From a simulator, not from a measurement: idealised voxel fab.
The process module that follows is named voxel self aligned vias.
Square cells of 5 nm make up the cross-section cut, whose width is 170 nm.
Cross-section format: a grid of square cells, given as bands from top to bottom; each band is one or more rows of cells. It is stipulated that each band's entry specify, in nanometres, the height of the top of the band and then that of its bottom, followed by the materials of the band in left-to-right sequence, each together with its width in nanometres. A single material marked by the word "all across" is understood to fill the band from edge to edge; the word "air" is understood to denote empty space. Ref level 0: as-received wafer is one material below here. Bottom band extends down with no lower bound ("z 0 and below"). Quick explanation for "30..40": the width changes in equal steps down the rows of cells, from the first number in the band's top row to the second number in its bottom row. What does "identical to before" mean for a step? It means no cell of the cross-section changed in that step. Empty spaces without an open route to the top, at least 8 cells in extent, make up the entry "Cavities, sealed"; each is given as width x height at distance, where the distance is measured from the left edge, and all are in nm. It should be noted that, on the line of a given step, the content following the step's settings is a remark produced by the simulator itself with respect to that step. Among the settings permitted on a step's line is "overlay nm"; applied to a step with a mask, it specifies the extent to which the mask lay to the right of its planned position, whereas a negative figure signifies a position to the left.
### These are the steps we planned for the process
1 RECEIVE (material Si)
2 CONFORMAL_DEP (material SiO2; thk nm 15)
3 CONFORMAL_DEP (material SiCN; thk nm 5)
4 DIRECTIONAL_DEP (material SiO2; thk nm 30)
5 MASKED_ETCH (tone open; mask id LINES; width nm 30; pitch nm 75; etch materials SiO2; depth nm 30; overlay nm 0)
6 CONFORMAL_DEP (material TiN; thk nm 5)
7 FILL_DEP (material W; thk nm 5)
8 CMP (height nm 50)
9 SELECTIVE_ETCH (etch materials W Ru TiN; depth nm 10)
10 FILL_DEP (material SiN; thk nm 5)
11 CMP (height nm 50)
12 DIRECTIONAL_DEP (material SiO2; thk nm 20)
13 PATTERN (tone open; mask id VIAS; material resist; width nm 50; pitch nm 75; thk nm 20; overlay nm 0)
14 DIRECTIONAL_ETCH (etch materials SiO2; depth nm 20)
15 DIRECTIONAL_ETCH (etch materials SiN; depth nm 10)
16 STRIP (etch materials resist)
17 CONFORMAL_DEP (material TiN; thk nm 5)
18 FILL_DEP (material Cu; thk nm 5)
19 CMP (height nm 70)
20 CONFORMAL_DEP (material SiCN; thk nm 5)
### Wafer cross-section on receipt, i.e. after step 1
* z 0 and below: Si all across
* Cavities, sealed: none
### First of two wafers, end-of-module section, run followed plan
* z 75 to 70: SiCN all across
* z 70 to 55: 20 SiO2 | 5 TiN | 40 Cu | 5 TiN | 25 SiO2 | 5 TiN | 40 Cu | 5 TiN | 25 SiO2
* z 55 to 45: 20..30 SiO2 | 15..5 TiN | 20 Cu | 15..5 TiN | 25..45 SiO2 | 15..5 TiN | 20 Cu | 15..5 TiN | 25..35 SiO2
* z 45 to 40: 30 SiO2 | 30 TiN | 45 SiO2 | 30 TiN | 35 SiO2
* z 40 to 25: 30 SiO2 | 5 TiN | 20 W | 5 TiN | 45 SiO2 | 5 TiN | 20 W | 5 TiN | 35 SiO2
* z 25 to 20: 30 SiO2 | 30 TiN | 45 SiO2 | 30 TiN | 35 SiO2
* z 20 to 15: SiCN all across
* z 15 to 0: SiO2 all across
* z 0 and below: Si all across
* Cavities, sealed: none
### Presented here is a cross-section of the second of the two wafers as it stood at the end of the module. It was started in the same manner and assigned the same plan as the first wafer; however, one mistake was made in its execution
* z 75 to 70: SiCN all across
* z 70 to 55: 20 SiO2 | 5 TiN | 40 Cu | 5 TiN | 25 SiO2 | 5 TiN | 40 Cu | 5 TiN | 25 SiO2
* z 55 to 50: 20 SiO2 | 50 TiN | 25 SiO2 | 50 TiN | 25 SiO2
* z 50 to 40: 20 SiN | 10 TiN | 30 SiO2 | 10 TiN | 25 SiN | 10 TiN | 30 SiO2 | 10 TiN | 25 SiN
* z 40 to 25: 25 W | 5 TiN | 30 SiO2 | 5 TiN | 35 W | 5 TiN | 30 SiO2 | 5 TiN | 30 W
* z 25 to 20: 30 TiN | 30 SiO2 | 45 TiN | 30 SiO2 | 35 TiN
* z 20 to 15: SiCN all across
* z 15 to 0: SiO2 all across
* z 0 and below: Si all across
* Cavities, sealed: none
The plan and the run diverged here: in deviation from the planned setting, step 5 was conducted as MASKED_ETCH (tone cover; mask id LINES; width nm 30; pitch nm 75; etch materials SiO2; depth nm 30; overlay nm 0)
Wrapping up, a cell-based count of both wafers puts the second over or under the first for these materials: Cu: 16 fewer | SiN: 28 more | SiO2: 60 fewer | TiN: 18 more | W: 30 more
